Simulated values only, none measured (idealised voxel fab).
Herein follows the process module entitled voxel capacitor over wiring.
Section shown: cut. Width: 165 nm. Cell size: 5 nm, square.
Reading order for cross-sections: top band down to bottom band. Underlying form: a grid of square cells. Band size: one or more rows of cells.
A band entry consists of two parts. The first gives the height of the band's top and the height of its bottom, in nm. The rest lists the band's materials from left to right, each with its width in nm. A single material labelled with the word "full width" fills the band from edge to edge, and the word "air" marks empty space.
Height is counted from the level 0, under which the received wafer is composed throughout of one material. The lowest of the bands is not closed at the bottom but continues downward, in the notation "top 0, no bottom".
Width: "30->40" (first number = top row, second number = bottom row, same change from row to row of cells).
"left unchanged" after a step means that no cell of the cross-section changed.
Empty spaces without an open route to the top, at least 8 cells in extent, make up the entry "Sealed void inventory"; each is given as width x height at distance, where the distance is measured from the left edge, and all are in nm.
Step line, after settings: the simulator's comment on this step.
"overlay nm" answers the question of how far to the right of plan the mask lay on a step that has a mask, and when it is negative the answer is to the left.

Steps planned for the process
1) RECEIVE (material Si)
2) CONFORMAL_DEP (material SiO2; thk nm 10)
3) DIRECTIONAL_DEP (material TiN; thk nm 5)
4) DIRECTIONAL_DEP (material W; thk nm 15)
5) MASKED_ETCH (tone cover; mask id METAL_1; width nm 25; pitch nm 75; etch materials W; depth nm 15; overlay nm 0)
6) MASKED_ETCH (tone cover; mask id METAL_1; width nm 25; pitch nm 75; etch materials TiN; depth nm 5; overlay nm 0)
7) FILL_DEP (material lowk; thk nm 5)
8) CMP (height nm 30)
9) CONFORMAL_DEP (material SiCN; thk nm 5)
10) DIRECTIONAL_DEP (material lowk; thk nm 20)
11) PATTERN (tone open; mask id PLUG_1; material resist; width nm 15; thk nm 15; overlay nm 0)
12) DIRECTIONAL_ETCH (etch materials lowk; depth nm 20)
13) DIRECTIONAL_ETCH (etch materials SiCN; depth nm 5)
14) STRIP (etch materials resist)
15) EPI (material Ru; thk nm 10)
16) EPI (material Ru; thk nm 10)
17) EPI (material Ru; thk nm 5)
18) DIRECTIONAL_DEP (material TiN; thk nm 5)
19) DIRECTIONAL_DEP (material HfO2; thk nm 5)
20) DIRECTIONAL_DEP (material TiN; thk nm 5)
21) PATTERN (tone cover; mask id UPPER_PLATE; material resist; width nm 55; thk nm 15; overlay nm 0)
22) DIRECTIONAL_ETCH (etch materials TiN; depth nm 5)
23) DIRECTIONAL_ETCH (etch materials HfO2; depth nm 5)
24) STRIP (etch materials resist)
25) PATTERN (tone cover; mask id LOWER_PLATE; material resist; width nm 65; thk nm 15; overlay nm 0)
26) DIRECTIONAL_ETCH (etch materials TiN; depth nm 5)
27) STRIP (etch materials resist)
28) FILL_DEP (material SiO2; thk nm 15)
29) CMP (height nm 80)
30) PATTERN (tone open; mask id PLUG_2; material resist; width nm 15; thk nm 15; overlay nm 0)
31) DIRECTIONAL_ETCH (etch materials SiO2; depth nm 10)
32) STRIP (etch materials resist)
33) CONFORMAL_DEP (material TiN; thk nm 5)
34) FILL_DEP (material Ru; thk nm 5)
35) CMP (height nm 80)
36) CONFORMAL_DEP (material SiCN; thk nm 5)

The first of two wafers, run as planned

Incoming wafer in cross-section (state: after step 1)
> top 0, no bottom | Si full width
> Sealed void inventory: none

Wafer section view after processing step 2
> top 10, bottom 0 | SiO2 full width
> For the remainder of the cross-section, below 0, there is no change.

Wafer section view after processing step 3
> top 15, bottom 10 | TiN full width
> For the remainder of the cross-section, below 10, there is no change.

Wafer section view after processing step 4
> top 30, bottom 15 | W full width
> For the remainder of the cross-section, below 15, there is no change.

Wafer section view after processing step 5
> top 30, bottom 15 | air: 30, then W: 25, then air: 50, then W: 25, then air: 35
> For the remainder of the cross-section, below 15, there is no change.

Wafer section view after processing step 6
> top 30, bottom 15 | air: 30, then W: 25, then air: 50, then W: 25, then air: 35
> top 15, bottom 10 | air: 30, then TiN: 25, then air: 50, then TiN: 25, then air: 35
> For the remainder of the cross-section, below 10, there is no change.

Wafer section view after processing step 7
> top 35, bottom 30 | lowk full width
> top 30, bottom 15 | lowk: 30, then W: 25, then lowk: 50, then W: 25, then lowk: 35
> top 15, bottom 10 | lowk: 30, then TiN: 25, then lowk: 50, then TiN: 25, then lowk: 35
> For the remainder of the cross-section, below 10, there is no change.

Wafer section view after processing step 8
> top 30, bottom 15 | lowk: 30, then W: 25, then lowk: 50, then W: 25, then lowk: 35
> For the remainder of the cross-section, below 15, there is no change.

Wafer section view after processing step 9
> top 35, bottom 30 | SiCN full width
> For the remainder of the cross-section, below 30, there is no change.

Wafer section view after processing step 10
> top 55, bottom 35 | lowk full width
> For the remainder of the cross-section, below 35, there is no change.

Wafer section view after processing step 11
> top 70, bottom 55 | resist: 40, then air: 15, then resist: 110
> For the remainder of the cross-section, below 55, there is no change.

Wafer section view after processing step 12
> top 70, bottom 55 | resist: 40, then air: 15, then resist: 110
> top 55, bottom 35 | lowk: 40, then air: 15, then lowk: 110
> For the remainder of the cross-section, below 35, there is no change.

Wafer section view after processing step 13
> top 70, bottom 55 | resist: 40, then air: 15, then resist: 110
> top 55, bottom 35 | lowk: 40, then air: 15, then lowk: 110
> top 35, bottom 30 | SiCN: 40, then air: 15, then SiCN: 110
> For the remainder of the cross-section, below 30, there is no change.

Wafer section view after processing step 14
> top 55, bottom 35 | lowk: 40, then air: 15, then lowk: 110
> For the remainder of the cross-section, below 35, there is no change.

Wafer section view after processing step 15
> top 55, bottom 40 | lowk: 40, then air: 15, then lowk: 110
> top 40, bottom 35 | lowk: 40, then Ru: 15, then lowk: 110
> top 35, bottom 30 | SiCN: 40, then Ru: 15, then SiCN: 110
> For the remainder of the cross-section, below 30, there is no change.

Wafer section view after processing step 16
> top 55, bottom 50 | lowk: 40, then air: 15, then lowk: 110
> top 50, bottom 35 | lowk: 40, then Ru: 15, then lowk: 110
> For the remainder of the cross-section, below 35, there is no change.

Wafer section view after processing step 17
> top 55, bottom 35 | lowk: 40, then Ru: 15, then lowk: 110
> For the remainder of the cross-section, below 35, there is no change.

Wafer section view after processing step 18
> top 60, bottom 55 | TiN full width
> For the remainder of the cross-section, below 55, there is no change.

Wafer section view after processing step 19
> top 65, bottom 60 | HfO2 full width
> For the remainder of the cross-section, below 60, there is no change.

Wafer section view after processing step 20
> top 70, bottom 65 | TiN full width
> For the remainder of the cross-section, below 65, there is no change.

Wafer section view after processing step 21
> top 85, bottom 70 | air: 40, then resist: 55, then air: 70
> For the remainder of the cross-section, below 70, there is no change.

Wafer section view after processing step 22
> top 85, bottom 70 | air: 40, then resist: 55, then air: 70
> top 70, bottom 65 | air: 40, then TiN: 55, then air: 70
> For the remainder of the cross-section, below 65, there is no change.

Wafer section view after processing step 23
> top 85, bottom 70 | air: 40, then resist: 55, then air: 70
> top 70, bottom 65 | air: 40, then TiN: 55, then air: 70
> top 65, bottom 60 | air: 40, then HfO2: 55, then air: 70
> For the remainder of the cross-section, below 60, there is no change.

Wafer section view after processing step 24
> top 70, bottom 65 | air: 40, then TiN: 55, then air: 70
> For the remainder of the cross-section, below 65, there is no change.

Wafer section view after processing step 25
> top 85, bottom 70 | air: 35, then resist: 65, then air: 65
> top 70, bottom 65 | air: 35, then resist: 5, then TiN: 55, then resist: 5, then air: 65
> top 65, bottom 60 | air: 35, then resist: 5, then HfO2: 55, then resist: 5, then air: 65
> For the remainder of the cross-section, below 60, there is no change.

Wafer section view after processing step 26
> top 85, bottom 70 | air: 35, then resist: 65, then air: 65
> top 70, bottom 65 | air: 35, then resist: 5, then TiN: 55, then resist: 5, then air: 65
> top 65, bottom 60 | air: 35, then resist: 5, then HfO2: 55, then resist: 5, then air: 65
> top 60, bottom 55 | air: 35, then TiN: 65, then air: 65
> For the remainder of the cross-section, below 55, there is no change.

Wafer section view after processing step 27
> top 70, bottom 65 | air: 40, then TiN: 55, then air: 70
> top 65, bottom 60 | air: 40, then HfO2: 55, then air: 70
> For the remainder of the cross-section, below 60, there is no change.

Wafer section view after processing step 28
> top 85, bottom 70 | SiO2 full width
> top 70, bottom 65 | SiO2: 40, then TiN: 55, then SiO2: 70
> top 65, bottom 60 | SiO2: 40, then HfO2: 55, then SiO2: 70
> top 60, bottom 55 | SiO2: 35, then TiN: 65, then SiO2: 65
> For the remainder of the cross-section, below 55, there is no change.

Wafer section view after processing step 29
> top 80, bottom 70 | SiO2 full width
> For the remainder of the cross-section, below 70, there is no change.

Wafer section view after processing step 30
> top 95, bottom 80 | resist: 50, then air: 15, then resist: 100
> For the remainder of the cross-section, below 80, there is no change.

Wafer section view after processing step 31
> top 95, bottom 80 | resist: 50, then air: 15, then resist: 100
> top 80, bottom 70 | SiO2: 50, then air: 15, then SiO2: 100
> For the remainder of the cross-section, below 70, there is no change.

Wafer section view after processing step 32
> top 80, bottom 70 | SiO2: 50, then air: 15, then SiO2: 100
> For the remainder of the cross-section, below 70, there is no change.

Wafer section view after processing step 33
> top 85, bottom 80 | TiN: 55, then air: 5, then TiN: 105
> top 80, bottom 75 | SiO2: 50, then TiN: 5, then air: 5, then TiN: 5, then SiO2: 100
> top 75, bottom 65 | SiO2: 50->40, then TiN: 15->55, then SiO2: 100->70
> For the remainder of the cross-section, below 65, there is no change.

Wafer section view after processing step 34
> top 90, bottom 85 | Ru full width
> top 85, bottom 80 | TiN: 55, then Ru: 5, then TiN: 105
> top 80, bottom 75 | SiO2: 50, then TiN: 5, then Ru: 5, then TiN: 5, then SiO2: 100
> For the remainder of the cross-section, below 75, there is no change.

Wafer section view after processing step 35
> top 80, bottom 75 | SiO2: 50, then TiN: 5, then Ru: 5, then TiN: 5, then SiO2: 100
> For the remainder of the cross-section, below 75, there is no change.

Wafer section view after processing step 36
> top 85, bottom 80 | SiCN full width
> For the remainder of the cross-section, below 80, there is no change.

Second wafer - shared start and plan with the first - one error in running - same as the first up to step 9 inclusive

Cross-section, second wafer, at the end time the plan gives for step 10
> top 50, bottom 35 | lowk full width
> For the remainder of the cross-section, below 35, there is no change.

Cross-section, second wafer, at the end time the plan gives for step 11
> top 65, bottom 50 | resist: 40, then air: 15, then resist: 110
> For the remainder of the cross-section, below 50, there is no change.

Cross-section, second wafer, at the end time the plan gives for step 12
> top 65, bottom 50 | resist: 40, then air: 15, then resist: 110
> top 50, bottom 35 | lowk: 40, then air: 15, then lowk: 110
> For the remainder of the cross-section, below 35, there is no change.

Cross-section, second wafer, at the end time the plan gives for step 13
> top 65, bottom 50 | resist: 40, then air: 15, then resist: 110
> top 50, bottom 35 | lowk: 40, then air: 15, then lowk: 110
> top 35, bottom 30 | SiCN: 40, then air: 15, then SiCN: 110
> For the remainder of the cross-section, below 30, there is no change.

Cross-section, second wafer, at the end time the plan gives for step 14
> top 50, bottom 35 | lowk: 40, then air: 15, then lowk: 110
> For the remainder of the cross-section, below 35, there is no change.

Cross-section, second wafer, at the end time the plan gives for step 15
> top 50, bottom 40 | lowk: 40, then air: 15, then lowk: 110
> top 40, bottom 35 | lowk: 40, then Ru: 15, then lowk: 110
> top 35, bottom 30 | SiCN: 40, then Ru: 15, then SiCN: 110
> For the remainder of the cross-section, below 30, there is no change.

Cross-section, second wafer, at the end time the plan gives for step 16
> top 50, bottom 35 | lowk: 40, then Ru: 15, then lowk: 110
> For the remainder of the cross-section, below 35, there is no change.

Cross-section, second wafer, at the end time the plan gives for step 17
> top 55, bottom 50 | air: 35, then Ru: 25, then air: 105
> For the remainder of the cross-section, below 50, there is no change.

Cross-section, second wafer, at the end time the plan gives for step 18
> top 60, bottom 55 | air: 35, then TiN: 25, then air: 105
> top 55, bottom 50 | TiN: 35, then Ru: 25, then TiN: 105
> For the remainder of the cross-section, below 50, there is no change.

Cross-section, second wafer, at the end time the plan gives for step 19
> top 65, bottom 60 | air: 35, then HfO2: 25, then air: 105
> top 60, bottom 55 | HfO2: 35, then TiN: 25, then HfO2: 105
> For the remainder of the cross-section, below 55, there is no change.

Cross-section, second wafer, at the end time the plan gives for step 20
> top 70, bottom 65 | air: 35, then TiN: 25, then air: 105
> top 65, bottom 60 | TiN: 35, then HfO2: 25, then TiN: 105
> For the remainder of the cross-section, below 60, there is no change.

Cross-section, second wafer, at the end time the plan gives for step 21
> top 85, bottom 70 | air: 40, then resist: 55, then air: 70
> top 70, bottom 65 | air: 35, then TiN: 25, then resist: 35, then air: 70
> For the remainder of the cross-section, below 65, there is no change.

Cross-section, second wafer, at the end time the plan gives for step 22
> top 85, bottom 70 | air: 40, then resist: 55, then air: 70
> top 70, bottom 65 | air: 40, then TiN: 20, then resist: 35, then air: 70
> top 65, bottom 60 | air: 35, then HfO2: 25, then TiN: 35, then air: 70
> For the remainder of the cross-section, below 60, there is no change.

Cross-section, second wafer, at the end time the plan gives for step 23
> top 85, bottom 70 | air: 40, then resist: 55, then air: 70
> top 70, bottom 65 | air: 40, then TiN: 20, then resist: 35, then air: 70
> top 65, bottom 60 | air: 40, then HfO2: 20, then TiN: 35, then air: 70
> top 60, bottom 55 | air: 35, then TiN: 25, then HfO2: 35, then air: 70
> For the remainder of the cross-section, below 55, there is no change.

Cross-section, second wafer, at the end time the plan gives for step 24
> top 70, bottom 65 | air: 40, then TiN: 20, then air: 105
> For the remainder of the cross-section, below 65, there is no change.

Cross-section, second wafer, at the end time the plan gives for step 25
> top 85, bottom 70 | air: 35, then resist: 65, then air: 65
> top 70, bottom 65 | air: 35, then resist: 5, then TiN: 20, then resist: 40, then air: 65
> top 65, bottom 60 | air: 35, then resist: 5, then HfO2: 20, then TiN: 35, then resist: 5, then air: 65
> top 60, bottom 55 | air: 35, then TiN: 25, then HfO2: 35, then resist: 5, then air: 65
> For the remainder of the cross-section, below 55, there is no change.

Cross-section, second wafer, at the end time the plan gives for step 26
> top 85, bottom 70 | air: 35, then resist: 65, then air: 65
> top 70, bottom 65 | air: 35, then resist: 5, then TiN: 20, then resist: 40, then air: 65
> top 65, bottom 60 | air: 35, then resist: 5, then HfO2: 20, then TiN: 35, then resist: 5, then air: 65
> top 60, bottom 55 | air: 35, then TiN: 25, then HfO2: 35, then resist: 5, then air: 65
> top 55, bottom 50 | air: 35, then Ru: 25, then TiN: 40, then air: 65
> For the remainder of the cross-section, below 50, there is no change.

Cross-section, second wafer, at the end time the plan gives for step 27
> top 70, bottom 65 | air: 40, then TiN: 20, then air: 105
> top 65, bottom 60 | air: 40, then HfO2: 20, then TiN: 35, then air: 70
> top 60, bottom 55 | air: 35, then TiN: 25, then HfO2: 35, then air: 70
> For the remainder of the cross-section, below 55, there is no change.

Cross-section, second wafer, at the end time the plan gives for step 28
> top 85, bottom 70 | SiO2 full width
> top 70, bottom 65 | SiO2: 40, then TiN: 20, then SiO2: 105
> top 65, bottom 60 | SiO2: 40, then HfO2: 20, then TiN: 35, then SiO2: 70
> top 60, bottom 55 | SiO2: 35, then TiN: 25, then HfO2: 35, then SiO2: 70
> top 55, bottom 50 | SiO2: 35, then Ru: 25, then TiN: 40, then SiO2: 65
> For the remainder of the cross-section, below 50, there is no change.

Cross-section, second wafer, at the end time the plan gives for step 29
> top 80, bottom 70 | SiO2 full width
> For the remainder of the cross-section, below 70, there is no change.

Cross-section, second wafer, at the end time the plan gives for step 30
> top 95, bottom 80 | resist: 50, then air: 15, then resist: 100
> For the remainder of the cross-section, below 80, there is no change.

Cross-section, second wafer, at the end time the plan gives for step 31
> top 95, bottom 80 | resist: 50, then air: 15, then resist: 100
> top 80, bottom 70 | SiO2: 50, then air: 15, then SiO2: 100
> For the remainder of the cross-section, below 70, there is no change.

Cross-section, second wafer, at the end time the plan gives for step 32
> top 80, bottom 70 | SiO2: 50, then air: 15, then SiO2: 100
> For the remainder of the cross-section, below 70, there is no change.

Cross-section, second wafer, at the end time the plan gives for step 33
> top 85, bottom 80 | TiN: 55, then air: 5, then TiN: 105
> top 80, bottom 75 | SiO2: 50, then TiN: 5, then air: 5, then TiN: 5, then SiO2: 100
> top 75, bottom 65 | SiO2: 50->40, then TiN: 15->20, then SiO2: 100->105
> For the remainder of the cross-section, below 65, there is no change.

Cross-section, second wafer, at the end time the plan gives for step 34
> top 90, bottom 85 | Ru full width
> top 85, bottom 80 | TiN: 55, then Ru: 5, then TiN: 105
> top 80, bottom 75 | SiO2: 50, then TiN: 5, then Ru: 5, then TiN: 5, then SiO2: 100
> For the remainder of the cross-section, below 75, there is no change.

Cross-section, second wafer, at the end time the plan gives for step 35
> top 80, bottom 75 | SiO2: 50, then TiN: 5, then Ru: 5, then TiN: 5, then SiO2: 100
> For the remainder of the cross-section, below 75, there is no change.

Cross-section, second wafer, at the end time the plan gives for step 36
> top 85, bottom 80 | SiCN full width
> For the remainder of the cross-section, below 80, there is no change.
Processing error: step 10 did not use the planned setting and instead ran as DIRECTIONAL_DEP (material lowk; thk nm 15)
Wrapping up, a cell-based count of both wafers puts the second over or under the first for these materials: 2 more of Ru | 28 more of SiO2 | 30 fewer of lowk
